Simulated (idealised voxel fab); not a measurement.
process module | voxel transistor to metal
cross-section cut | 200 nm wide | cells 5 nm
A cross-section is a grid of square cells, given in bands from the top down. A band is one or more rows of cells.
Each band's line starts with the height of the band's top and of its bottom, in nm. Then come its materials from left to right, each with its width in nm. One material with "throughout" fills the band from edge to edge. "air" is empty space.
Height 0 is the level under which the wafer as received is all one material. The lowest band goes on downwards, as in "0 down".
A width such as "30 to 40" changes by the same amount from each row of cells to the next, from the band's top row to its bottom row.
"no change" after a step means that no cell of the cross-section changed.
closed voids: empty space of 8 cells or more with no open way to the top, each as width x height at its distance from the left edge, in nm
after a step's settings: what the simulator itself notes on the step
overlay nm, on a step with a mask: how far to the right of its planned place the mask lay; to the left if negative
plan
1 op RECEIVE | material Si
2 op CONFORMAL_DEP | material SiO2 | thk nm 5
3 op CONFORMAL_DEP | material SiN | thk nm 15
4 op PATTERN | tone cover | mask id ACTIVE | material resist | width nm 100 | thk nm 15 | overlay nm 0
5 op DIRECTIONAL_ETCH | etch materials SiN | depth nm 15
6 op DIRECTIONAL_ETCH | etch materials SiO2 | depth nm 5
7 op DIRECTIONAL_ETCH | etch materials Si | depth nm 35
8 op STRIP | etch materials resist
9 op FILL_DEP | material SiO2 | thk nm 15
10 op CMP | height nm 20
11 op SELECTIVE_ETCH | etch materials SiO2 | depth nm 5
12 op STRIP | etch materials SiN
13 op SELECTIVE_ETCH | etch materials SiO2 | depth nm 5
14 op OXIDIZE | depth nm 5
15 op DIRECTIONAL_DEP | material polySi | thk nm 30
16 op DIRECTIONAL_DEP | material SiCN | thk nm 10
17 op PATTERN | tone cover | mask id GATE | material resist | width nm 20 | thk nm 15 | overlay nm 0
18 op DIRECTIONAL_ETCH | etch materials SiCN | depth nm 20
19 op DIRECTIONAL_ETCH | etch materials polySi | depth nm 40
20 op STRIP | etch materials resist
21 op CONFORMAL_DEP | material SiO2 | thk nm 5
22 op DIRECTIONAL_ETCH | etch materials SiO2 | depth nm 5
23 op CONFORMAL_DEP | material SiN | thk nm 5
24 op DIRECTIONAL_ETCH | etch materials SiN | depth nm 5
25 op DIRECTIONAL_ETCH | etch materials SiO2 | depth nm 5
26 op DIRECTIONAL_ETCH | etch materials Si | depth nm 15
27 op EPI | material SiGe | thk nm 15
28 op FILL_DEP | material SiO2 | thk nm 5
29 op CMP | height nm 40
30 op DIRECTIONAL_DEP | material SiO2 | thk nm 15
31 op MASKED_ETCH | tone open | mask id CONTACT | width nm 20 | pitch nm 70 | etch materials SiO2 | depth nm 45 | overlay nm 0
32 op CONFORMAL_DEP | material TiN | thk nm 5
33 op FILL_DEP | material W | thk nm 10
34 op CMP | height nm 55
35 op DIRECTIONAL_DEP | material TiN | thk nm 5
36 op DIRECTIONAL_DEP | material Ru | thk nm 20
37 op DIRECTIONAL_DEP | material aC | thk nm 15
38 op PATTERN | tone cover | mask id METAL_1 | material resist | width nm 20 | pitch nm 70 | thk nm 30 | overlay nm 0
39 op DIRECTIONAL_ETCH | etch materials aC | depth nm 15
40 op STRIP | etch materials resist
41 op DIRECTIONAL_ETCH | etch materials Ru | depth nm 20
42 op DIRECTIONAL_ETCH | etch materials TiN | depth nm 5
43 op STRIP | etch materials aC
44 op FILL_DEP | material lowk | thk nm 10
45 op CMP | height nm 80
46 op CONFORMAL_DEP | material SiCN | thk nm 5
47 op DIRECTIONAL_DEP | material SiO2 | thk nm 30
48 op PATTERN | tone open | mask id METAL_2_HOLES | material resist | width nm 15 | pitch nm 70 | thk nm 20 | overlay nm 0
49 op DIRECTIONAL_ETCH | etch materials SiO2 | depth nm 30
50 op STRIP | etch materials resist
51 op DIRECTIONAL_DEP | material aC | thk nm 15
52 op PATTERN | tone open | mask id METAL_2 | material resist | width nm 20 | pitch nm 70 | thk nm 30 | overlay nm 0
53 op DIRECTIONAL_ETCH | etch materials aC | depth nm 15
54 op STRIP | etch materials resist
55 op DIRECTIONAL_ETCH | etch materials SiO2 | depth nm 15
56 op DIRECTIONAL_ETCH | etch materials SiCN | depth nm 5
57 op STRIP | etch materials aC
58 op CONFORMAL_DEP | material TiN | thk nm 5
59 op FILL_DEP | material Cu | thk nm 10
60 op CMP | height nm 115
61 op CONFORMAL_DEP | material SiN | thk nm 5
first wafer, as planned
as received, after step 1
  0 down: Si throughout
  closed voids: none
after step 2
  5 to 0: SiO2 throughout
  below 0: unchanged
after step 3
  20 to 5: SiN throughout
  below 5: unchanged
after step 4
  35 to 20: air 50 | resist 100 | air 50
  below 20: unchanged
after step 5
  35 to 20: air 50 | resist 100 | air 50
  20 to 5: air 50 | SiN 100 | air 50
  below 5: unchanged
after step 6
  35 to 20: air 50 | resist 100 | air 50
  20 to 5: air 50 | SiN 100 | air 50
  5 to 0: air 50 | SiO2 100 | air 50
  below 0: unchanged
after step 7
  35 to 20: air 50 | resist 100 | air 50
  20 to 5: air 50 | SiN 100 | air 50
  5 to 0: air 50 | SiO2 100 | air 50
  0 to -35: air 50 | Si 100 | air 50
  below -35: unchanged
after step 8
  20 to 5: air 50 | SiN 100 | air 50
  below 5: unchanged
after step 9
  35 to 20: SiO2 throughout
  20 to 5: SiO2 50 | SiN 100 | SiO2 50
  5 to 0: SiO2 throughout
  0 to -35: SiO2 50 | Si 100 | SiO2 50
  below -35: unchanged
after step 10
  20 to 5: SiO2 50 | SiN 100 | SiO2 50
  below 5: unchanged
after step 11
  20 to 15: air 50 | SiN 100 | air 50
  below 15: unchanged
after step 12
  15 to 5: SiO2 50 | air 100 | SiO2 50
  below 5: unchanged
after step 13
  10 to 0: SiO2 45 | air 110 | SiO2 45
  below 0: unchanged
after step 14
  10 to 0: SiO2 45 | air 110 | SiO2 45
  0 to -5: SiO2 throughout
  below -5: unchanged
after step 15
  40 to 30: polySi 45 | air 110 | polySi 45
  30 to 10: polySi throughout
  10 to 0: SiO2 45 | polySi 110 | SiO2 45
  below 0: unchanged
after step 16
  50 to 40: SiCN 45 | air 110 | SiCN 45
  40 to 30: polySi 45 | SiCN 110 | polySi 45
  below 30: unchanged
after step 17
  65 to 50: air 90 | resist 20 | air 90
  50 to 40: SiCN 45 | air 45 | resist 20 | air 45 | SiCN 45
  below 40: unchanged
after step 18
  65 to 40: air 90 | resist 20 | air 90
  40 to 30: polySi 45 | air 45 | SiCN 20 | air 45 | polySi 45
  below 30: unchanged
after step 19
  65 to 40: air 90 | resist 20 | air 90
  40 to 30: air 90 | SiCN 20 | air 90
  30 to 10: air 90 | polySi 20 | air 90
  10 to 0: SiO2 45 | air 45 | polySi 20 | air 45 | SiO2 45
  below 0: unchanged
after step 20
  40 to 30: air 90 | SiCN 20 | air 90
  below 30: unchanged
after step 21
  45 to 40: air 85 | SiO2 30 | air 85
  40 to 30: air 85 | SiO2 5 | SiCN 20 | SiO2 5 | air 85
  30 to 15: air 85 | SiO2 5 | polySi 20 | SiO2 5 | air 85
  15 to 5: SiO2 50 | air 35 | SiO2 5 | polySi 20 | SiO2 5 | air 35 | SiO2 50
  5 to 0: SiO2 90 | polySi 20 | SiO2 90
  below 0: unchanged
after step 22
  40 to 30: air 85 | SiO2 5 | SiCN 20 | SiO2 5 | air 85
  30 to 10: air 85 | SiO2 5 | polySi 20 | SiO2 5 | air 85
  10 to 0: SiO2 50 | air 35 | SiO2 5 | polySi 20 | SiO2 5 | air 35 | SiO2 50
  below 0: unchanged
after step 23
  45 to 40: air 80 | SiN 40 | air 80
  40 to 30: air 80 | SiN 5 | SiO2 5 | SiCN 20 | SiO2 5 | SiN 5 | air 80
  30 to 15: air 80 | SiN 5 | SiO2 5 | polySi 20 | SiO2 5 | SiN 5 | air 80
  15 to 10: SiN 55 | air 25 | SiN 5 | SiO2 5 | polySi 20 | SiO2 5 | SiN 5 | air 25 | SiN 55
  10 to 5: SiO2 50 | SiN 5 | air 25 | SiN 5 | SiO2 5 | polySi 20 | SiO2 5 | SiN 5 | air 25 | SiN 5 | SiO2 50
  5 to 0: SiO2 50 | SiN 35 | SiO2 5 | polySi 20 | SiO2 5 | SiN 35 | SiO2 50
  below 0: unchanged
after step 24
  40 to 30: air 80 | SiN 5 | SiO2 5 | SiCN 20 | SiO2 5 | SiN 5 | air 80
  30 to 10: air 80 | SiN 5 | SiO2 5 | polySi 20 | SiO2 5 | SiN 5 | air 80
  10 to 0: SiO2 50 | SiN 5 | air 25 | SiN 5 | SiO2 5 | polySi 20 | SiO2 5 | SiN 5 | air 25 | SiN 5 | SiO2 50
  below 0: unchanged
after step 25
  40 to 35: air 80 | SiN 5 | air 5 | SiCN 20 | air 5 | SiN 5 | air 80
  35 to 30: air 80 | SiN 5 | SiO2 5 | SiCN 20 | SiO2 5 | SiN 5 | air 80
  30 to 10: air 80 | SiN 5 | SiO2 5 | polySi 20 | SiO2 5 | SiN 5 | air 80
  10 to 5: air 50 | SiN 5 | air 25 | SiN 5 | SiO2 5 | polySi 20 | SiO2 5 | SiN 5 | air 25 | SiN 5 | air 50
  5 to 0: SiO2 50 | SiN 5 | air 25 | SiN 5 | SiO2 5 | polySi 20 | SiO2 5 | SiN 5 | air 25 | SiN 5 | SiO2 50
  0 to -5: SiO2 55 | air 25 | SiO2 40 | air 25 | SiO2 55
  below -5: unchanged
after step 26
  40 to 35: air 80 | SiN 5 | air 5 | SiCN 20 | air 5 | SiN 5 | air 80
  35 to 30: air 80 | SiN 5 | SiO2 5 | SiCN 20 | SiO2 5 | SiN 5 | air 80
  30 to 10: air 80 | SiN 5 | SiO2 5 | polySi 20 | SiO2 5 | SiN 5 | air 80
  10 to 5: air 50 | SiN 5 | air 25 | SiN 5 | SiO2 5 | polySi 20 | SiO2 5 | SiN 5 | air 25 | SiN 5 | air 50
  5 to 0: SiO2 50 | SiN 5 | air 25 | SiN 5 | SiO2 5 | polySi 20 | SiO2 5 | SiN 5 | air 25 | SiN 5 | SiO2 50
  0 to -5: SiO2 55 | air 25 | SiO2 40 | air 25 | SiO2 55
  -5 to -20: SiO2 50 | Si 5 | air 25 | Si 40 | air 25 | Si 5 | SiO2 50
  below -20: unchanged
after step 27
  40 to 35: air 80 | SiN 5 | air 5 | SiCN 20 | air 5 | SiN 5 | air 80
  35 to 30: air 80 | SiN 5 | SiO2 5 | SiCN 20 | SiO2 5 | SiN 5 | air 80
  30 to 10: air 80 | SiN 5 | SiO2 5 | polySi 20 | SiO2 5 | SiN 5 | air 80
  10 to 5: air 50 | SiN 5 | SiGe 25 | SiN 5 | SiO2 5 | polySi 20 | SiO2 5 | SiN 5 | SiGe 25 | SiN 5 | air 50
  5 to 0: SiO2 50 | SiN 5 | SiGe 25 | SiN 5 | SiO2 5 | polySi 20 | SiO2 5 | SiN 5 | SiGe 25 | SiN 5 | SiO2 50
  0 to -5: SiO2 55 | SiGe 25 | SiO2 40 | SiGe 25 | SiO2 55
  -5 to -20: SiO2 50 | Si 5 | SiGe 25 | Si 40 | SiGe 25 | Si 5 | SiO2 50
  below -20: unchanged
after step 28
  45 to 40: SiO2 throughout
  40 to 30: SiO2 80 | SiN 5 | SiO2 5 | SiCN 20 | SiO2 5 | SiN 5 | SiO2 80
  30 to 10: SiO2 80 | SiN 5 | SiO2 5 | polySi 20 | SiO2 5 | SiN 5 | SiO2 80
  10 to 0: SiO2 50 | SiN 5 | SiGe 25 | SiN 5 | SiO2 5 | polySi 20 | SiO2 5 | SiN 5 | SiGe 25 | SiN 5 | SiO2 50
  below 0: unchanged
after step 29
  40 to 30: SiO2 80 | SiN 5 | SiO2 5 | SiCN 20 | SiO2 5 | SiN 5 | SiO2 80
  below 30: unchanged
after step 30
  55 to 40: SiO2 throughout
  below 40: unchanged
after step 31
  55 to 40: SiO2 55 | air 20 | SiO2 50 | air 20 | SiO2 55
  40 to 30: SiO2 55 | air 20 | SiO2 5 | SiN 5 | SiO2 5 | SiCN 20 | SiO2 5 | SiN 5 | SiO2 5 | air 20 | SiO2 55
  30 to 10: SiO2 55 | air 20 | SiO2 5 | SiN 5 | SiO2 5 | polySi 20 | SiO2 5 | SiN 5 | SiO2 5 | air 20 | SiO2 55
  below 10: unchanged
after step 32
  60 to 55: TiN 60 | air 10 | TiN 60 | air 10 | TiN 60
  55 to 40: SiO2 55 | TiN 5 | air 10 | TiN 5 | SiO2 50 | TiN 5 | air 10 | TiN 5 | SiO2 55
  40 to 30: SiO2 55 | TiN 5 | air 10 | TiN 5 | SiO2 5 | SiN 5 | SiO2 5 | SiCN 20 | SiO2 5 | SiN 5 | SiO2 5 | TiN 5 | air 10 | TiN 5 | SiO2 55
  30 to 15: SiO2 55 | TiN 5 | air 10 | TiN 5 | SiO2 5 | SiN 5 | SiO2 5 | polySi 20 | SiO2 5 | SiN 5 | SiO2 5 | TiN 5 | air 10 | TiN 5 | SiO2 55
  15 to 10: SiO2 55 | TiN 20 | SiO2 5 | SiN 5 | SiO2 5 | polySi 20 | SiO2 5 | SiN 5 | SiO2 5 | TiN 20 | SiO2 55
  below 10: unchanged
after step 33
  70 to 60: W throughout
  60 to 55: TiN 60 | W 10 | TiN 60 | W 10 | TiN 60
  55 to 40: SiO2 55 | TiN 5 | W 10 | TiN 5 | SiO2 50 | TiN 5 | W 10 | TiN 5 | SiO2 55
  40 to 30: SiO2 55 | TiN 5 | W 10 | TiN 5 | SiO2 5 | SiN 5 | SiO2 5 | SiCN 20 | SiO2 5 | SiN 5 | SiO2 5 | TiN 5 | W 10 | TiN 5 | SiO2 55
  30 to 15: SiO2 55 | TiN 5 | W 10 | TiN 5 | SiO2 5 | SiN 5 | SiO2 5 | polySi 20 | SiO2 5 | SiN 5 | SiO2 5 | TiN 5 | W 10 | TiN 5 | SiO2 55
  below 15: unchanged
after step 34
  55 to 40: SiO2 55 | TiN 5 | W 10 | TiN 5 | SiO2 50 | TiN 5 | W 10 | TiN 5 | SiO2 55
  below 40: unchanged
after step 35
  60 to 55: TiN throughout
  below 55: unchanged
after step 36
  80 to 60: Ru throughout
  below 60: unchanged
after step 37
  95 to 80: aC throughout
  below 80: unchanged
after step 38
  125 to 95: air 55 | resist 20 | air 50 | resist 20 | air 55
  below 95: unchanged
after step 39
  110 to 95: air 55 | resist 20 | air 50 | resist 20 | air 55
  95 to 80: air 55 | aC 20 | air 50 | aC 20 | air 55
  below 80: unchanged
after step 40
  95 to 80: air 55 | aC 20 | air 50 | aC 20 | air 55
  below 80: unchanged
after step 41
  95 to 80: air 55 | aC 20 | air 50 | aC 20 | air 55
  80 to 60: air 55 | Ru 20 | air 50 | Ru 20 | air 55
  below 60: unchanged
after step 42
  95 to 80: air 55 | aC 20 | air 50 | aC 20 | air 55
  80 to 60: air 55 | Ru 20 | air 50 | Ru 20 | air 55
  60 to 55: air 55 | TiN 20 | air 50 | TiN 20 | air 55
  below 55: unchanged
after step 43
  80 to 60: air 55 | Ru 20 | air 50 | Ru 20 | air 55
  below 60: unchanged
after step 44
  90 to 80: lowk throughout
  80 to 60: lowk 55 | Ru 20 | lowk 50 | Ru 20 | lowk 55
  60 to 55: lowk 55 | TiN 20 | lowk 50 | TiN 20 | lowk 55
  below 55: unchanged
after step 45
  80 to 60: lowk 55 | Ru 20 | lowk 50 | Ru 20 | lowk 55
  below 60: unchanged
after step 46
  85 to 80: SiCN throughout
  below 80: unchanged
after step 47
  115 to 85: SiO2 throughout
  below 85: unchanged
after step 48
  135 to 115: resist 55 | air 15 | resist 55 | air 15 | resist 60
  below 115: unchanged
after step 49
  135 to 115: resist 55 | air 15 | resist 55 | air 15 | resist 60
  115 to 85: SiO2 55 | air 15 | SiO2 55 | air 15 | SiO2 60
  below 85: unchanged
after step 50
  115 to 85: SiO2 55 | air 15 | SiO2 55 | air 15 | SiO2 60
  below 85: unchanged
after step 51
  130 to 115: aC 55 | air 15 | aC 55 | air 15 | aC 60
  115 to 100: SiO2 55 | air 15 | SiO2 55 | air 15 | SiO2 60
  100 to 85: SiO2 55 | aC 15 | SiO2 55 | aC 15 | SiO2 60
  below 85: unchanged
after step 52
  160 to 130: resist 55 | air 20 | resist 50 | air 20 | resist 55
  below 130: unchanged
after step 53
  145 to 130: resist 55 | air 20 | resist 50 | air 20 | resist 55
  130 to 115: aC 55 | air 20 | aC 50 | air 20 | aC 55
  115 to 85: SiO2 55 | air 15 | SiO2 55 | air 15 | SiO2 60
  below 85: unchanged
after step 54
  130 to 115: aC 55 | air 20 | aC 50 | air 20 | aC 55
  below 115: unchanged
after step 55
  130 to 115: aC 55 | air 20 | aC 50 | air 20 | aC 55
  115 to 100: SiO2 55 | air 20 | SiO2 50 | air 20 | SiO2 55
  below 100: unchanged
after step 56
  130 to 115: aC 55 | air 20 | aC 50 | air 20 | aC 55
  115 to 100: SiO2 55 | air 20 | SiO2 50 | air 20 | SiO2 55
  100 to 85: SiO2 55 | air 15 | SiO2 55 | air 15 | SiO2 60
  85 to 80: SiCN 55 | air 15 | SiCN 55 | air 15 | SiCN 60
  below 80: unchanged
after step 57
  115 to 100: SiO2 55 | air 20 | SiO2 50 | air 20 | SiO2 55
  below 100: unchanged
after step 58
  120 to 115: TiN 60 | air 10 | TiN 60 | air 10 | TiN 60
  115 to 105: SiO2 55 | TiN 5 | air 10 | TiN 5 | SiO2 50 | TiN 5 | air 10 | TiN 5 | SiO2 55
  105 to 100: SiO2 55 | TiN 5 | air 5 | TiN 10 | SiO2 50 | TiN 5 | air 5 | TiN 10 | SiO2 55
  100 to 85: SiO2 55 | TiN 5 | air 5 | TiN 5 | SiO2 55 | TiN 5 | air 5 | TiN 5 | SiO2 60
  85 to 80: SiCN 55 | TiN 15 | SiCN 55 | TiN 15 | SiCN 60
  below 80: unchanged
after step 59
  130 to 120: Cu throughout
  120 to 115: TiN 60 | Cu 10 | TiN 60 | Cu 10 | TiN 60
  115 to 105: SiO2 55 | TiN 5 | Cu 10 | TiN 5 | SiO2 50 | TiN 5 | Cu 10 | TiN 5 | SiO2 55
  105 to 100: SiO2 55 | TiN 5 | Cu 5 | TiN 10 | SiO2 50 | TiN 5 | Cu 5 | TiN 10 | SiO2 55
  100 to 85: SiO2 55 | TiN 5 | Cu 5 | TiN 5 | SiO2 55 | TiN 5 | Cu 5 | TiN 5 | SiO2 60
  below 85: unchanged
after step 60
  115 to 105: SiO2 55 | TiN 5 | Cu 10 | TiN 5 | SiO2 50 | TiN 5 | Cu 10 | TiN 5 | SiO2 55
  below 105: unchanged
after step 61
  120 to 115: SiN throughout
  below 115: unchanged
second wafer: like start, like plan, one mistake. Through step 25 it matches the first wafer
when step 26 should have ended
  40 to 35: air 80 | SiN 5 | air 5 | SiCN 20 | air 5 | SiN 5 | air 80
  35 to 30: air 80 | SiN 5 | SiO2 5 | SiCN 20 | SiO2 5 | SiN 5 | air 80
  30 to 10: air 80 | SiN 5 | SiO2 5 | polySi 20 | SiO2 5 | SiN 5 | air 80
  10 to 5: air 50 | SiN 5 | air 25 | SiN 5 | SiO2 5 | polySi 20 | SiO2 5 | SiN 5 | air 25 | SiN 5 | air 50
  5 to 0: SiO2 50 | SiN 5 | air 25 | SiN 5 | SiO2 5 | polySi 20 | SiO2 5 | SiN 5 | air 25 | SiN 5 | SiO2 50
  0 to -5: SiO2 55 | air 25 | SiO2 40 | air 25 | SiO2 55
  -5 to -35: SiO2 50 | Si 5 | air 25 | Si 40 | air 25 | Si 5 | SiO2 50
  below -35: unchanged
when step 27 should have ended
  40 to 35: air 80 | SiN 5 | air 5 | SiCN 20 | air 5 | SiN 5 | air 80
  35 to 30: air 80 | SiN 5 | SiO2 5 | SiCN 20 | SiO2 5 | SiN 5 | air 80
  30 to 10: air 80 | SiN 5 | SiO2 5 | polySi 20 | SiO2 5 | SiN 5 | air 80
  10 to 5: air 50 | SiN 5 | SiGe 25 | SiN 5 | SiO2 5 | polySi 20 | SiO2 5 | SiN 5 | SiGe 25 | SiN 5 | air 50
  5 to 0: SiO2 50 | SiN 5 | SiGe 25 | SiN 5 | SiO2 5 | polySi 20 | SiO2 5 | SiN 5 | SiGe 25 | SiN 5 | SiO2 50
  0 to -5: SiO2 55 | SiGe 25 | SiO2 40 | SiGe 25 | SiO2 55
  -5 to -35: SiO2 50 | Si 5 | SiGe 25 | Si 40 | SiGe 25 | Si 5 | SiO2 50
  below -35: unchanged
when step 28 should have ended
  45 to 40: SiO2 throughout
  40 to 30: SiO2 80 | SiN 5 | SiO2 5 | SiCN 20 | SiO2 5 | SiN 5 | SiO2 80
  30 to 10: SiO2 80 | SiN 5 | SiO2 5 | polySi 20 | SiO2 5 | SiN 5 | SiO2 80
  10 to 0: SiO2 50 | SiN 5 | SiGe 25 | SiN 5 | SiO2 5 | polySi 20 | SiO2 5 | SiN 5 | SiGe 25 | SiN 5 | SiO2 50
  below 0: unchanged
when step 29 should have ended
  40 to 30: SiO2 80 | SiN 5 | SiO2 5 | SiCN 20 | SiO2 5 | SiN 5 | SiO2 80
  below 30: unchanged
when step 30 should have ended
  55 to 40: SiO2 throughout
  below 40: unchanged
when step 31 should have ended
  55 to 40: SiO2 55 | air 20 | SiO2 50 | air 20 | SiO2 55
  40 to 30: SiO2 55 | air 20 | SiO2 5 | SiN 5 | SiO2 5 | SiCN 20 | SiO2 5 | SiN 5 | SiO2 5 | air 20 | SiO2 55
  30 to 10: SiO2 55 | air 20 | SiO2 5 | SiN 5 | SiO2 5 | polySi 20 | SiO2 5 | SiN 5 | SiO2 5 | air 20 | SiO2 55
  below 10: unchanged
when step 32 should have ended
  60 to 55: TiN 60 | air 10 | TiN 60 | air 10 | TiN 60
  55 to 40: SiO2 55 | TiN 5 | air 10 | TiN 5 | SiO2 50 | TiN 5 | air 10 | TiN 5 | SiO2 55
  40 to 30: SiO2 55 | TiN 5 | air 10 | TiN 5 | SiO2 5 | SiN 5 | SiO2 5 | SiCN 20 | SiO2 5 | SiN 5 | SiO2 5 | TiN 5 | air 10 | TiN 5 | SiO2 55
  30 to 15: SiO2 55 | TiN 5 | air 10 | TiN 5 | SiO2 5 | SiN 5 | SiO2 5 | polySi 20 | SiO2 5 | SiN 5 | SiO2 5 | TiN 5 | air 10 | TiN 5 | SiO2 55
  15 to 10: SiO2 55 | TiN 20 | SiO2 5 | SiN 5 | SiO2 5 | polySi 20 | SiO2 5 | SiN 5 | SiO2 5 | TiN 20 | SiO2 55
  below 10: unchanged
when step 33 should have ended
  70 to 60: W throughout
  60 to 55: TiN 60 | W 10 | TiN 60 | W 10 | TiN 60
  55 to 40: SiO2 55 | TiN 5 | W 10 | TiN 5 | SiO2 50 | TiN 5 | W 10 | TiN 5 | SiO2 55
  40 to 30: SiO2 55 | TiN 5 | W 10 | TiN 5 | SiO2 5 | SiN 5 | SiO2 5 | SiCN 20 | SiO2 5 | SiN 5 | SiO2 5 | TiN 5 | W 10 | TiN 5 | SiO2 55
  30 to 15: SiO2 55 | TiN 5 | W 10 | TiN 5 | SiO2 5 | SiN 5 | SiO2 5 | polySi 20 | SiO2 5 | SiN 5 | SiO2 5 | TiN 5 | W 10 | TiN 5 | SiO2 55
  below 15: unchanged
when step 34 should have ended
  55 to 40: SiO2 55 | TiN 5 | W 10 | TiN 5 | SiO2 50 | TiN 5 | W 10 | TiN 5 | SiO2 55
  below 40: unchanged
when step 35 should have ended
  60 to 55: TiN throughout
  below 55: unchanged
when step 36 should have ended
  80 to 60: Ru throughout
  below 60: unchanged
when step 37 should have ended
  95 to 80: aC throughout
  below 80: unchanged
when step 38 should have ended
  125 to 95: air 55 | resist 20 | air 50 | resist 20 | air 55
  below 95: unchanged
when step 39 should have ended
  110 to 95: air 55 | resist 20 | air 50 | resist 20 | air 55
  95 to 80: air 55 | aC 20 | air 50 | aC 20 | air 55
  below 80: unchanged
when step 40 should have ended
  95 to 80: air 55 | aC 20 | air 50 | aC 20 | air 55
  below 80: unchanged
when step 41 should have ended
  95 to 80: air 55 | aC 20 | air 50 | aC 20 | air 55
  80 to 60: air 55 | Ru 20 | air 50 | Ru 20 | air 55
  below 60: unchanged
when step 42 should have ended
  95 to 80: air 55 | aC 20 | air 50 | aC 20 | air 55
  80 to 60: air 55 | Ru 20 | air 50 | Ru 20 | air 55
  60 to 55: air 55 | TiN 20 | air 50 | TiN 20 | air 55
  below 55: unchanged
when step 43 should have ended
  80 to 60: air 55 | Ru 20 | air 50 | Ru 20 | air 55
  below 60: unchanged
when step 44 should have ended
  90 to 80: lowk throughout
  80 to 60: lowk 55 | Ru 20 | lowk 50 | Ru 20 | lowk 55
  60 to 55: lowk 55 | TiN 20 | lowk 50 | TiN 20 | lowk 55
  below 55: unchanged
when step 45 should have ended
  80 to 60: lowk 55 | Ru 20 | lowk 50 | Ru 20 | lowk 55
  below 60: unchanged
when step 46 should have ended
  85 to 80: SiCN throughout
  below 80: unchanged
when step 47 should have ended
  115 to 85: SiO2 throughout
  below 85: unchanged
when step 48 should have ended
  135 to 115: resist 55 | air 15 | resist 55 | air 15 | resist 60
  below 115: unchanged
when step 49 should have ended
  135 to 115: resist 55 | air 15 | resist 55 | air 15 | resist 60
  115 to 85: SiO2 55 | air 15 | SiO2 55 | air 15 | SiO2 60
  below 85: unchanged
when step 50 should have ended
  115 to 85: SiO2 55 | air 15 | SiO2 55 | air 15 | SiO2 60
  below 85: unchanged
when step 51 should have ended
  130 to 115: aC 55 | air 15 | aC 55 | air 15 | aC 60
  115 to 100: SiO2 55 | air 15 | SiO2 55 | air 15 | SiO2 60
  100 to 85: SiO2 55 | aC 15 | SiO2 55 | aC 15 | SiO2 60
  below 85: unchanged
when step 52 should have ended
  160 to 130: resist 55 | air 20 | resist 50 | air 20 | resist 55
  below 130: unchanged
when step 53 should have ended
  145 to 130: resist 55 | air 20 | resist 50 | air 20 | resist 55
  130 to 115: aC 55 | air 20 | aC 50 | air 20 | aC 55
  115 to 85: SiO2 55 | air 15 | SiO2 55 | air 15 | SiO2 60
  below 85: unchanged
when step 54 should have ended
  130 to 115: aC 55 | air 20 | aC 50 | air 20 | aC 55
  below 115: unchanged
when step 55 should have ended
  130 to 115: aC 55 | air 20 | aC 50 | air 20 | aC 55
  115 to 100: SiO2 55 | air 20 | SiO2 50 | air 20 | SiO2 55
  below 100: unchanged
when step 56 should have ended
  130 to 115: aC 55 | air 20 | aC 50 | air 20 | aC 55
  115 to 100: SiO2 55 | air 20 | SiO2 50 | air 20 | SiO2 55
  100 to 85: SiO2 55 | air 15 | SiO2 55 | air 15 | SiO2 60
  85 to 80: SiCN 55 | air 15 | SiCN 55 | air 15 | SiCN 60
  below 80: unchanged
when step 57 should have ended
  115 to 100: SiO2 55 | air 20 | SiO2 50 | air 20 | SiO2 55
  below 100: unchanged
when step 58 should have ended
  120 to 115: TiN 60 | air 10 | TiN 60 | air 10 | TiN 60
  115 to 105: SiO2 55 | TiN 5 | air 10 | TiN 5 | SiO2 50 | TiN 5 | air 10 | TiN 5 | SiO2 55
  105 to 100: SiO2 55 | TiN 5 | air 5 | TiN 10 | SiO2 50 | TiN 5 | air 5 | TiN 10 | SiO2 55
  100 to 85: SiO2 55 | TiN 5 | air 5 | TiN 5 | SiO2 55 | TiN 5 | air 5 | TiN 5 | SiO2 60
  85 to 80: SiCN 55 | TiN 15 | SiCN 55 | TiN 15 | SiCN 60
  below 80: unchanged
when step 59 should have ended
  130 to 120: Cu throughout
  120 to 115: TiN 60 | Cu 10 | TiN 60 | Cu 10 | TiN 60
  115 to 105: SiO2 55 | TiN 5 | Cu 10 | TiN 5 | SiO2 50 | TiN 5 | Cu 10 | TiN 5 | SiO2 55
  105 to 100: SiO2 55 | TiN 5 | Cu 5 | TiN 10 | SiO2 50 | TiN 5 | Cu 5 | TiN 10 | SiO2 55
  100 to 85: SiO2 55 | TiN 5 | Cu 5 | TiN 5 | SiO2 55 | TiN 5 | Cu 5 | TiN 5 | SiO2 60
  below 85: unchanged
when step 60 should have ended
  115 to 105: SiO2 55 | TiN 5 | Cu 10 | TiN 5 | SiO2 50 | TiN 5 | Cu 10 | TiN 5 | SiO2 55
  below 105: unchanged
when step 61 should have ended
  120 to 115: SiN throughout
  below 115: unchanged
what went wrong: step 26 was run twice
at the end the second wafer has, in cells: 30 fewer of Si | 30 more of SiGe
